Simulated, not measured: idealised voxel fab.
The document below concerns the process module designated voxel self aligned vias.
Square cells of 5 nm make up the cross-section cut, whose width is 190 nm.
When this document writes out a cross-section, it uses a grid of square cells and lists it as bands, beginning at the top and moving down, with a band standing for one or more rows of cells. Top height, bottom height, nm. Materials left to right, width each, nm. Single material + "everywhere" = fills band edge to edge. "empty" = empty. Where do heights start? At 0: under that level the wafer as delivered is made of one material only. And the lowest band has no floor; it just carries on downward, as in "0 and below". A width given as "30 to 40" starts at the first number in the band's top row and ends at the second number in its bottom row, shifting by an equal amount at every step from row to row. Where the words "nothing different" appear for a step, the cross-section shows no cell changed by that step; every cell remained as before. "Closed void list" specifies each empty space that is not open to the top and that occupies no fewer than 8 cells, using the form width x height at distance, the distance measured from the left edge and all three quantities in nm. after a step's settings: what the simulator itself notes on the step. What "overlay nm" on a step's line means: if the step has a mask, that mask lay this far to the right of its planned place, or, when the value is negative, to the left.

## Below is the list of planned process steps
step 1: RECEIVE: material Si
step 2: CONFORMAL_DEP: material SiO2, thk nm 15
step 3: CONFORMAL_DEP: material SiCN, thk nm 5
step 4: DIRECTIONAL_DEP: material lowk, thk nm 25
step 5: PATTERN: tone open, mask id LINES, material resist, width nm 30, pitch nm 60, thk nm 20, overlay nm 0
step 6: DIRECTIONAL_ETCH: etch materials lowk, depth nm 25
step 7: STRIP: etch materials resist
step 8: CONFORMAL_DEP: material TiN, thk nm 5
step 9: FILL_DEP: material Ru, thk nm 10
step 10: CMP: height nm 45
step 11: SELECTIVE_ETCH: etch materials W Ru TiN, depth nm 10
step 12: FILL_DEP: material SiN, thk nm 5
step 13: CMP: height nm 45
step 14: DIRECTIONAL_DEP: material lowk, thk nm 20
step 15: PATTERN: tone open, mask id VIAS, material resist, width nm 40, pitch nm 60, thk nm 20, overlay nm 0
step 16: DIRECTIONAL_ETCH: etch materials lowk, depth nm 20
step 17: DIRECTIONAL_ETCH: etch materials SiN, depth nm 10
step 18: STRIP: etch materials resist
step 19: CONFORMAL_DEP: material TiN, thk nm 5
step 20: FILL_DEP: material Cu, thk nm 10
step 21: CMP: height nm 65
step 22: CONFORMAL_DEP: material SiN, thk nm 5

## First out of two wafers; run went to plan

## Cross-section: wafer on arrival = after step 1
0 and below = Si everywhere
Closed void list: none

## Cross-section of the wafer after step 2
15 down to 0 = SiO2 everywhere
Under the height 0 nothing was changed.

## Cross-section of the wafer after step 3
20 down to 15 = SiCN everywhere
Under the height 15 nothing was changed.

## Cross-section of the wafer after step 4
45 down to 20 = lowk everywhere
Under the height 20 nothing was changed.

## Cross-section of the wafer after step 5
65 down to 45 = resist: 20, then empty: 30, then resist: 30, then empty: 30, then resist: 30, then empty: 30, then resist: 20
Under the height 45 nothing was changed.

## Cross-section of the wafer after step 6
65 down to 45 = resist: 20, then empty: 30, then resist: 30, then empty: 30, then resist: 30, then empty: 30, then resist: 20
45 down to 20 = lowk: 20, then empty: 30, then lowk: 30, then empty: 30, then lowk: 30, then empty: 30, then lowk: 20
Under the height 20 nothing was changed.

## Cross-section of the wafer after step 7
45 down to 20 = lowk: 20, then empty: 30, then lowk: 30, then empty: 30, then lowk: 30, then empty: 30, then lowk: 20
Under the height 20 nothing was changed.

## Cross-section of the wafer after step 8
50 down to 45 = TiN: 25, then empty: 20, then TiN: 40, then empty: 20, then TiN: 40, then empty: 20, then TiN: 25
45 down to 25 = lowk: 20, then TiN: 5, then empty: 20, then TiN: 5, then lowk: 30, then TiN: 5, then empty: 20, then TiN: 5, then lowk: 30, then TiN: 5, then empty: 20, then TiN: 5, then lowk: 20
25 down to 20 = lowk: 20, then TiN: 30, then lowk: 30, then TiN: 30, then lowk: 30, then TiN: 30, then lowk: 20
Under the height 20 nothing was changed.

## Cross-section of the wafer after step 9
60 down to 50 = Ru everywhere
50 down to 45 = TiN: 25, then Ru: 20, then TiN: 40, then Ru: 20, then TiN: 40, then Ru: 20, then TiN: 25
45 down to 25 = lowk: 20, then TiN: 5, then Ru: 20, then TiN: 5, then lowk: 30, then TiN: 5, then Ru: 20, then TiN: 5, then lowk: 30, then TiN: 5, then Ru: 20, then TiN: 5, then lowk: 20
Under the height 25 nothing was changed.

## Cross-section of the wafer after step 10
45 down to 25 = lowk: 20, then TiN: 5, then Ru: 20, then TiN: 5, then lowk: 30, then TiN: 5, then Ru: 20, then TiN: 5, then lowk: 30, then TiN: 5, then Ru: 20, then TiN: 5, then lowk: 20
Under the height 25 nothing was changed.

## Cross-section of the wafer after step 11
45 down to 35 = lowk: 20, then empty: 30, then lowk: 30, then empty: 30, then lowk: 30, then empty: 30, then lowk: 20
Under the height 35 nothing was changed.

## Cross-section of the wafer after step 12
50 down to 45 = SiN everywhere
45 down to 35 = lowk: 20, then SiN: 30, then lowk: 30, then SiN: 30, then lowk: 30, then SiN: 30, then lowk: 20
Under the height 35 nothing was changed.

## Cross-section of the wafer after step 13
45 down to 35 = lowk: 20, then SiN: 30, then lowk: 30, then SiN: 30, then lowk: 30, then SiN: 30, then lowk: 20
Under the height 35 nothing was changed.

## Cross-section of the wafer after step 14
65 down to 45 = lowk everywhere
Under the height 45 nothing was changed.

## Cross-section of the wafer after step 15
85 down to 65 = resist: 15, then empty: 40, then resist: 20, then empty: 40, then resist: 20, then empty: 40, then resist: 15
Under the height 65 nothing was changed.

## Cross-section of the wafer after step 16
85 down to 65 = resist: 15, then empty: 40, then resist: 20, then empty: 40, then resist: 20, then empty: 40, then resist: 15
65 down to 45 = lowk: 15, then empty: 40, then lowk: 20, then empty: 40, then lowk: 20, then empty: 40, then lowk: 15
Under the height 45 nothing was changed.

## Cross-section of the wafer after step 17
85 down to 65 = resist: 15, then empty: 40, then resist: 20, then empty: 40, then resist: 20, then empty: 40, then resist: 15
65 down to 45 = lowk: 15, then empty: 40, then lowk: 20, then empty: 40, then lowk: 20, then empty: 40, then lowk: 15
45 down to 35 = lowk: 20, then empty: 30, then lowk: 30, then empty: 30, then lowk: 30, then empty: 30, then lowk: 20
Under the height 35 nothing was changed.

## Cross-section of the wafer after step 18
65 down to 45 = lowk: 15, then empty: 40, then lowk: 20, then empty: 40, then lowk: 20, then empty: 40, then lowk: 15
Under the height 45 nothing was changed.

## Cross-section of the wafer after step 19
70 down to 65 = TiN: 20, then empty: 30, then TiN: 30, then empty: 30, then TiN: 30, then empty: 30, then TiN: 20
65 down to 50 = lowk: 15, then TiN: 5, then empty: 30, then TiN: 5, then lowk: 20, then TiN: 5, then empty: 30, then TiN: 5, then lowk: 20, then TiN: 5, then empty: 30, then TiN: 5, then lowk: 15
50 down to 40 = lowk: 15 to 20, then TiN: 10 to 5, then empty: 20, then TiN: 10 to 5, then lowk: 20 to 30, then TiN: 10 to 5, then empty: 20, then TiN: 10 to 5, then lowk: 20 to 30, then TiN: 10 to 5, then empty: 20, then TiN: 10 to 5, then lowk: 15 to 20
40 down to 35 = lowk: 20, then TiN: 30, then lowk: 30, then TiN: 30, then lowk: 30, then TiN: 30, then lowk: 20
Under the height 35 nothing was changed.

## Cross-section of the wafer after step 20
80 down to 70 = Cu everywhere
70 down to 65 = TiN: 20, then Cu: 30, then TiN: 30, then Cu: 30, then TiN: 30, then Cu: 30, then TiN: 20
65 down to 50 = lowk: 15, then TiN: 5, then Cu: 30, then TiN: 5, then lowk: 20, then TiN: 5, then Cu: 30, then TiN: 5, then lowk: 20, then TiN: 5, then Cu: 30, then TiN: 5, then lowk: 15
50 down to 40 = lowk: 15 to 20, then TiN: 10 to 5, then Cu: 20, then TiN: 10 to 5, then lowk: 20 to 30, then TiN: 10 to 5, then Cu: 20, then TiN: 10 to 5, then lowk: 20 to 30, then TiN: 10 to 5, then Cu: 20, then TiN: 10 to 5, then lowk: 15 to 20
Under the height 40 nothing was changed.

## Cross-section of the wafer after step 21
65 down to 50 = lowk: 15, then TiN: 5, then Cu: 30, then TiN: 5, then lowk: 20, then TiN: 5, then Cu: 30, then TiN: 5, then lowk: 20, then TiN: 5, then Cu: 30, then TiN: 5, then lowk: 15
Under the height 50 nothing was changed.

## Cross-section of the wafer after step 22
70 down to 65 = SiN everywhere
Under the height 65 nothing was changed.

## The second wafer began exactly as the first did and followed the same plan, but one mistake was made while running it; through step 4 inclusive, the two wafers are identical

## Look at the second wafer in cross-section at the time step 5 ought to have finished
65 down to 45 = resist: 25, then empty: 20, then resist: 40, then empty: 20, then resist: 40, then empty: 20, then resist: 25
Under the height 45 nothing was changed.

## Look at the second wafer in cross-section at the time step 6 ought to have finished
65 down to 45 = resist: 25, then empty: 20, then resist: 40, then empty: 20, then resist: 40, then empty: 20, then resist: 25
45 down to 20 = lowk: 25, then empty: 20, then lowk: 40, then empty: 20, then lowk: 40, then empty: 20, then lowk: 25
Under the height 20 nothing was changed.

## Look at the second wafer in cross-section at the time step 7 ought to have finished
45 down to 20 = lowk: 25, then empty: 20, then lowk: 40, then empty: 20, then lowk: 40, then empty: 20, then lowk: 25
Under the height 20 nothing was changed.

## Look at the second wafer in cross-section at the time step 8 ought to have finished
50 down to 45 = TiN: 30, then empty: 10, then TiN: 50, then empty: 10, then TiN: 50, then empty: 10, then TiN: 30
45 down to 25 = lowk: 25, then TiN: 5, then empty: 10, then TiN: 5, then lowk: 40, then TiN: 5, then empty: 10, then TiN: 5, then lowk: 40, then TiN: 5, then empty: 10, then TiN: 5, then lowk: 25
25 down to 20 = lowk: 25, then TiN: 20, then lowk: 40, then TiN: 20, then lowk: 40, then TiN: 20, then lowk: 25
Under the height 20 nothing was changed.

## Look at the second wafer in cross-section at the time step 9 ought to have finished
60 down to 50 = Ru everywhere
50 down to 45 = TiN: 30, then Ru: 10, then TiN: 50, then Ru: 10, then TiN: 50, then Ru: 10, then TiN: 30
45 down to 25 = lowk: 25, then TiN: 5, then Ru: 10, then TiN: 5, then lowk: 40, then TiN: 5, then Ru: 10, then TiN: 5, then lowk: 40, then TiN: 5, then Ru: 10, then TiN: 5, then lowk: 25
Under the height 25 nothing was changed.

## Look at the second wafer in cross-section at the time step 10 ought to have finished
45 down to 25 = lowk: 25, then TiN: 5, then Ru: 10, then TiN: 5, then lowk: 40, then TiN: 5, then Ru: 10, then TiN: 5, then lowk: 40, then TiN: 5, then Ru: 10, then TiN: 5, then lowk: 25
Under the height 25 nothing was changed.

## Look at the second wafer in cross-section at the time step 11 ought to have finished
45 down to 35 = lowk: 25, then empty: 20, then lowk: 40, then empty: 20, then lowk: 40, then empty: 20, then lowk: 25
Under the height 35 nothing was changed.

## Look at the second wafer in cross-section at the time step 12 ought to have finished
50 down to 45 = SiN everywhere
45 down to 35 = lowk: 25, then SiN: 20, then lowk: 40, then SiN: 20, then lowk: 40, then SiN: 20, then lowk: 25
Under the height 35 nothing was changed.

## Look at the second wafer in cross-section at the time step 13 ought to have finished
45 down to 35 = lowk: 25, then SiN: 20, then lowk: 40, then SiN: 20, then lowk: 40, then SiN: 20, then lowk: 25
Under the height 35 nothing was changed.

## Look at the second wafer in cross-section at the time step 14 ought to have finished
65 down to 45 = lowk everywhere
Under the height 45 nothing was changed.

## Look at the second wafer in cross-section at the time step 15 ought to have finished
85 down to 65 = resist: 15, then empty: 40, then resist: 20, then empty: 40, then resist: 20, then empty: 40, then resist: 15
Under the height 65 nothing was changed.

## Look at the second wafer in cross-section at the time step 16 ought to have finished
85 down to 65 = resist: 15, then empty: 40, then resist: 20, then empty: 40, then resist: 20, then empty: 40, then resist: 15
65 down to 45 = lowk: 15, then empty: 40, then lowk: 20, then empty: 40, then lowk: 20, then empty: 40, then lowk: 15
Under the height 45 nothing was changed.

## Look at the second wafer in cross-section at the time step 17 ought to have finished
85 down to 65 = resist: 15, then empty: 40, then resist: 20, then empty: 40, then resist: 20, then empty: 40, then resist: 15
65 down to 45 = lowk: 15, then empty: 40, then lowk: 20, then empty: 40, then lowk: 20, then empty: 40, then lowk: 15
45 down to 35 = lowk: 25, then empty: 20, then lowk: 40, then empty: 20, then lowk: 40, then empty: 20, then lowk: 25
Under the height 35 nothing was changed.

## Look at the second wafer in cross-section at the time step 18 ought to have finished
65 down to 45 = lowk: 15, then empty: 40, then lowk: 20, then empty: 40, then lowk: 20, then empty: 40, then lowk: 15
Under the height 45 nothing was changed.

## Look at the second wafer in cross-section at the time step 19 ought to have finished
70 down to 65 = TiN: 20, then empty: 30, then TiN: 30, then empty: 30, then TiN: 30, then empty: 30, then TiN: 20
65 down to 50 = lowk: 15, then TiN: 5, then empty: 30, then TiN: 5, then lowk: 20, then TiN: 5, then empty: 30, then TiN: 5, then lowk: 20, then TiN: 5, then empty: 30, then TiN: 5, then lowk: 15
50 down to 40 = lowk: 15 to 25, then TiN: 15 to 5, then empty: 10, then TiN: 15 to 5, then lowk: 20 to 40, then TiN: 15 to 5, then empty: 10, then TiN: 15 to 5, then lowk: 20 to 40, then TiN: 15 to 5, then empty: 10, then TiN: 15 to 5, then lowk: 15 to 25
40 down to 35 = lowk: 25, then TiN: 20, then lowk: 40, then TiN: 20, then lowk: 40, then TiN: 20, then lowk: 25
Under the height 35 nothing was changed.

## Look at the second wafer in cross-section at the time step 20 ought to have finished
80 down to 70 = Cu everywhere
70 down to 65 = TiN: 20, then Cu: 30, then TiN: 30, then Cu: 30, then TiN: 30, then Cu: 30, then TiN: 20
65 down to 50 = lowk: 15, then TiN: 5, then Cu: 30, then TiN: 5, then lowk: 20, then TiN: 5, then Cu: 30, then TiN: 5, then lowk: 20, then TiN: 5, then Cu: 30, then TiN: 5, then lowk: 15
50 down to 40 = lowk: 15 to 25, then TiN: 15 to 5, then Cu: 10, then TiN: 15 to 5, then lowk: 20 to 40, then TiN: 15 to 5, then Cu: 10, then TiN: 15 to 5, then lowk: 20 to 40, then TiN: 15 to 5, then Cu: 10, then TiN: 15 to 5, then lowk: 15 to 25
Under the height 40 nothing was changed.

## Look at the second wafer in cross-section at the time step 21 ought to have finished
65 down to 50 = lowk: 15, then TiN: 5, then Cu: 30, then TiN: 5, then lowk: 20, then TiN: 5, then Cu: 30, then TiN: 5, then lowk: 20, then TiN: 5, then Cu: 30, then TiN: 5, then lowk: 15
Under the height 50 nothing was changed.

## Look at the second wafer in cross-section at the time step 22 ought to have finished
70 down to 65 = SiN everywhere
Under the height 65 nothing was changed.
What was the processing mistake? planned and actual differ for step 5; actual: PATTERN: tone open, mask id LINES, material resist, width nm 20, pitch nm 60, thk nm 20, overlay nm 0
Wrapping up, a cell-based count of both wafers puts the second over or under the first for these materials: Cu -12, Ru -12, TiN -6, lowk +30
